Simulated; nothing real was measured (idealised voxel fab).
Module name: voxel trench capacitor (process module)
Cross-section cut: width 190 nm, square cells of 5 nm.
Cross-section, as written here: a square-cell grid given band by band from the top down, where a band holds one or more rows of cells. Read a band's entry like this: the first values are the height of its top and the height of its bottom in nm, and what follows is the sequence of materials from left to right, each with its width in nm. Note that "empty" is empty space, and that a single material marked "throughout" reaches across the band from edge to edge. Measure heights from 0. That's the level where, below it, the as-received wafer is all one material. The lowest band is bottomless and extends downward; write it as in "0 nm and below". A two-number width, for instance "30 to 40", indicates that the width is equal to the first number in the top row of the band and to the second number in the bottom row, and that it changes by a constant amount per row of cells. Step note "all unchanged" = no cross-section cell changed. What "Closed void inventory" gives you is every empty space of 8 cells or more that is cut off from the top. Each appears as width x height at distance, with the distance taken from the left edge and width, height and distance all in nm. What comes after the settings on a step's line is commentary from the simulator itself on that step. overlay nm: right-of-plan distance of the mask on a masked step; negative values mean left-of-plan.
-- Listed below are the process steps as planned
1 op RECEIVE | material Si
2 op CONFORMAL_DEP | material SiN | thk nm 5
3 op PATTERN | tone open | mask id TRENCH | material resist | width nm 25 | pitch nm 55 | thk nm 20 | overlay nm -15
4 op DIRECTIONAL_ETCH | etch materials SiN | depth nm 5
5 op DIRECTIONAL_ETCH | etch materials Si | depth nm 35
6 op STRIP | etch materials resist
7 op CONFORMAL_DEP | material HfO2 | thk nm 5
8 op CONFORMAL_DEP | material TiN | thk nm 5
9 op FILL_DEP | material W | thk nm 5
10 op CMP | height nm 5
Variable across wafers: step 3 overlay nm (plan value is that of the first wafer; starting state common to all).
-- Cross-section, first of several wafers, as delivered after step 1
* 0 nm and below: Si throughout
* Closed void inventory: none
-- Here's the first of several wafers in cross-section, end of the module, after the last step, step 10
* 5 nm to 0 nm: SiN (40); HfO2 (5); TiN (5); W (5); TiN (5); HfO2 (5); SiN (30); HfO2 (5); TiN (5); W (5); TiN (5); HfO2 (5); SiN (70)
* 0 nm to -25 nm: Si (40); HfO2 (5); TiN (5); W (5); TiN (5); HfO2 (5); Si (30); HfO2 (5); TiN (5); W (5); TiN (5); HfO2 (5); Si (70)
* -25 nm to -30 nm: Si (40); HfO2 (5); TiN (15); HfO2 (5); Si (30); HfO2 (5); TiN (15); HfO2 (5); Si (70)
* -30 nm to -35 nm: Si (40); HfO2 (25); Si (30); HfO2 (25); Si (70)
* -35 nm and below: Si throughout
* Closed void inventory: none
-- The module's end: a cross-section of the last wafer
* 5 nm to 0 nm: SiN (70); HfO2 (5); TiN (5); W (5); TiN (5); HfO2 (5); SiN (30); HfO2 (5); TiN (5); W (5); TiN (5); HfO2 (5); SiN (40)
* 0 nm to -25 nm: Si (70); HfO2 (5); TiN (5); W (5); TiN (5); HfO2 (5); Si (30); HfO2 (5); TiN (5); W (5); TiN (5); HfO2 (5); Si (40)
* -25 nm to -30 nm: Si (70); HfO2 (5); TiN (15); HfO2 (5); Si (30); HfO2 (5); TiN (15); HfO2 (5); Si (40)
* -30 nm to -35 nm: Si (70); HfO2 (25); Si (30); HfO2 (25); Si (40)
* -35 nm and below: Si throughout
* Closed void inventory: none
-- What follows is a table in which each wafer occupies a row; for the wafer as it stands at the close of the module, the row states, material by material, how many cells have been gained (+) or lost (-) since receipt, and then gives its closed voids
overlay nm -15 | +38 HfO2 | -70 Si | +28 SiN | +30 TiN | +12 W | Closed void inventory: none
overlay nm -10 | +38 HfO2 | -70 Si | +28 SiN | +30 TiN | +12 W | Closed void inventory: none
overlay nm -5 | +38 HfO2 | -70 Si | +28 SiN | +30 TiN | +12 W | Closed void inventory: none
overlay nm 0 | +38 HfO2 | -70 Si | +28 SiN | +30 TiN | +12 W | Closed void inventory: none
overlay nm 5 | +38 HfO2 | -70 Si | +28 SiN | +30 TiN | +12 W | Closed void inventory: none
overlay nm 10 | +38 HfO2 | -70 Si | +28 SiN | +30 TiN | +12 W | Closed void inventory: none
overlay nm 15 | +38 HfO2 | -70 Si | +28 SiN | +30 TiN | +12 W | Closed void inventory: none
